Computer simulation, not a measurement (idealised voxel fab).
A process module follows: voxel wiring stack.
Displayed cross-section: cut, width of 280 nm, square cells sized 5 nm.
In what follows, cross-sections appear as grids of square cells, described through bands that run from the top down, where every band is one or more rows of cells. Each band's line starts with the height of the band's top and of its bottom, in nm. Then come its materials from left to right, each with its width in nm. One material with "full width" fills the band from edge to edge. "blank" is empty space. Zero point of the height axis is 0; under it, received wafer = one material. Lowest band: continues down indefinitely, "from 0 down". It should be noted that a width expressed as "30..40" varies in equal increments from row to row of cells within the band, taking the value of the first number at the top row and that of the second number at the bottom row. Where the words "no alteration" appear for a step, the cross-section shows no cell changed by that step; every cell remained as before. "Sealed-off cavities" means: voids of 8 cells or more that are shut off from the top with no open way through. Written width x height at distance, distance from the left edge, in nm. Anything after a step's settings on that line? It's the simulator's own note about the step. The "overlay nm" setting may appear on a step's line; for a step that uses a mask, it gives how far to the right of its planned position the mask lay, and a negative value indicates the left.
Set out below are the planned steps of the process:
| 1 | RECEIVE (material Si) |
| 2 | CONFORMAL_DEP (material SiO2; thk nm 15) |
| 3 | DIRECTIONAL_DEP (material TiN; thk nm 5) |
| 4 | DIRECTIONAL_DEP (material Ru; thk nm 25) |
| 5 | MASKED_ETCH (tone cover; mask id METAL_1; width nm 20; pitch nm 50; etch materials Ru; depth nm 25; overlay nm 0) |
| 6 | MASKED_ETCH (tone cover; mask id METAL_1; width nm 20; pitch nm 50; etch materials TiN; depth nm 5; overlay nm 0) |
| 7 | CONFORMAL_DEP (material SiCN; thk nm 5) |
| 8 | FILL_DEP (material SiO2; thk nm 5) |
| 9 | CMP (height nm 45) |
| 10 | CONFORMAL_DEP (material SiCN; thk nm 5) |
| 11 | DIRECTIONAL_DEP (material lowk; thk nm 20) |
| 12 | PATTERN (tone open; mask id PLUG_1; material resist; width nm 15; pitch nm 100; thk nm 15; overlay nm 0) |
| 13 | DIRECTIONAL_ETCH (etch materials lowk; depth nm 20) |
| 14 | DIRECTIONAL_ETCH (etch materials SiCN; depth nm 5) |
| 15 | STRIP (etch materials resist) |
| 16 | CONFORMAL_DEP (material TiN; thk nm 5) |
| 17 | FILL_DEP (material W; thk nm 5) |
| 18 | CMP (height nm 70) |
| 19 | DIRECTIONAL_DEP (material TiN; thk nm 5) |
| 20 | DIRECTIONAL_DEP (material Ru; thk nm 20) |
| 21 | DIRECTIONAL_DEP (material aC; thk nm 10) |
| 22 | PATTERN (tone cover; mask id METAL_2; material resist; width nm 20; pitch nm 50; thk nm 30; overlay nm 0) |
| 23 | DIRECTIONAL_ETCH (etch materials aC; depth nm 10) |
| 24 | STRIP (etch materials resist) |
| 25 | DIRECTIONAL_ETCH (etch materials Ru; depth nm 20) |
| 26 | DIRECTIONAL_ETCH (etch materials TiN; depth nm 5) |
| 27 | STRIP (etch materials aC) |
| 28 | CONFORMAL_DEP (material SiN; thk nm 5) |
| 29 | FILL_DEP (material lowk; thk nm 5) |
| 30 | CMP (height nm 95) |
| 31 | CONFORMAL_DEP (material SiCN; thk nm 5) |
| 32 | DIRECTIONAL_DEP (material lowk; thk nm 25) |
| 33 | MASKED_ETCH (tone open; mask id METAL_3_HOLES; width nm 15; pitch nm 100; etch materials lowk; depth nm 25; overlay nm 0) |
| 34 | PATTERN (tone open; mask id METAL_3; material resist; width nm 20; pitch nm 50; thk nm 20; overlay nm 0) |
| 35 | DIRECTIONAL_ETCH (etch materials lowk; depth nm 15) |
| 36 | DIRECTIONAL_ETCH (etch materials SiCN; depth nm 5) |
| 37 | STRIP (etch materials resist) |
| 38 | CONFORMAL_DEP (material TiN; thk nm 5) |
| 39 | FILL_DEP (material Cu; thk nm 5) |
| 40 | CMP (height nm 125) |
| 41 | CONFORMAL_DEP (material SiN; thk nm 5) |
Here's what the wafer looked like in cross-section when it arrived - that's after step 1:
  from 0 down  Si full width
  Sealed-off cavities: none
Cross-sectional image of the first of two wafers at the end of the module, the run having proceeded as planned:
  from 130 to 125  SiN full width
  from 125 to 115  80 of lowk, 5 of TiN, 10 of Cu, 5 of TiN, 30 of lowk, 5 of TiN, 10 of Cu, 5 of TiN, 30 of lowk, 5 of TiN, 10 of Cu, 5 of TiN, 80 of lowk
  from 115 to 110  80 of lowk, 5 of TiN, 5 of Cu, 10 of TiN, 30 of lowk, 20 of TiN, 30 of lowk, 5 of TiN, 5 of Cu, 10 of TiN, 80 of lowk
  from 110 to 100  80 of lowk, 5 of TiN, 5 of Cu, 5 of TiN, 85 of lowk, 5 of TiN, 5 of Cu, 5 of TiN, 85 of lowk
  from 100 to 95  80 of SiCN, 15 of TiN, 85 of SiCN, 15 of TiN, 85 of SiCN
  from 95 to 75  75 of lowk, 5 of SiN, 20 of Ru, 5 of SiN, 20 of lowk, 5 of SiN, 20 of Ru, 5 of SiN, 20 of lowk, 5 of SiN, 20 of Ru, 5 of SiN, 75 of lowk
  from 75 to 70  80 of SiN, 20 of TiN, 30 of SiN, 20 of TiN, 30 of SiN, 20 of TiN, 80 of SiN
  from 70 to 50  80 of lowk, 5 of TiN, 5 of W, 5 of TiN, 85 of lowk, 5 of TiN, 5 of W, 5 of TiN, 85 of lowk
  from 50 to 45  80 of SiCN, 15 of TiN, 85 of SiCN, 15 of TiN, 85 of SiCN
  from 45 to 20  75 of SiO2, 5 of SiCN, 20 of Ru, 5 of SiCN, 20 of SiO2, 5 of SiCN, 20 of Ru, 5 of SiCN, 20 of SiO2, 5 of SiCN, 20 of Ru, 5 of SiCN, 75 of SiO2
  from 20 to 15  80 of SiCN, 20 of TiN, 30 of SiCN, 20 of TiN, 30 of SiCN, 20 of TiN, 80 of SiCN
  from 15 to 0  SiO2 full width
  from 0 down  Si full width
  Sealed-off cavities: none
Module end: cross-section of wafer two of two. Same start and process plan as the first wafer. One mistake during execution:
  from 130 to 125  SiN full width
  from 125 to 115  70 of lowk, 5 of TiN, 20 of Cu, 5 of TiN, 30 of lowk, 5 of TiN, 10 of Cu, 5 of TiN, 20 of lowk, 5 of TiN, 20 of Cu, 5 of TiN, 80 of lowk
  from 115 to 110  70 of lowk, 5 of TiN, 5 of Cu, 20 of TiN, 30 of lowk, 20 of TiN, 20 of lowk, 5 of TiN, 5 of Cu, 20 of TiN, 80 of lowk
  from 110 to 105  70 of lowk, 5 of TiN, 5 of Cu, 5 of TiN, 85 of lowk, 5 of TiN, 5 of Cu, 5 of TiN, 95 of lowk
  from 105 to 100  70 of lowk, 15 of TiN, 85 of lowk, 15 of TiN, 95 of lowk
  from 100 to 95  80 of SiCN, 5 of TiN, 95 of SiCN, 5 of TiN, 95 of SiCN
  from 95 to 75  75 of lowk, 5 of SiN, 20 of Ru, 5 of SiN, 20 of lowk, 5 of SiN, 20 of Ru, 5 of SiN, 20 of lowk, 5 of SiN, 20 of Ru, 5 of SiN, 75 of lowk
  from 75 to 70  80 of SiN, 20 of TiN, 30 of SiN, 20 of TiN, 30 of SiN, 20 of TiN, 80 of SiN
  from 70 to 50  80 of lowk, 5 of TiN, 5 of W, 5 of TiN, 85 of lowk, 5 of TiN, 5 of W, 5 of TiN, 85 of lowk
  from 50 to 45  80 of SiCN, 15 of TiN, 85 of SiCN, 15 of TiN, 85 of SiCN
  from 45 to 20  75 of SiO2, 5 of SiCN, 20 of Ru, 5 of SiCN, 20 of SiO2, 5 of SiCN, 20 of Ru, 5 of SiCN, 20 of SiO2, 5 of SiCN, 20 of Ru, 5 of SiCN, 75 of SiO2
  from 20 to 15  80 of SiCN, 20 of TiN, 30 of SiCN, 20 of TiN, 30 of SiCN, 20 of TiN, 80 of SiCN
  from 15 to 0  SiO2 full width
  from 0 down  Si full width
  Sealed-off cavities: none
Deviation from plan: for step 33, the planned setting was not used; the step was instead run as MASKED_ETCH (tone open; mask id METAL_3_HOLES; width nm 15; pitch nm 100; etch materials lowk; depth nm 25; overlay nm -10)
Final wafer comparison in cells, second versus first, more or fewer per material: 6 more of Cu | 4 more of SiCN | 2 more of TiN | 12 fewer of lowk
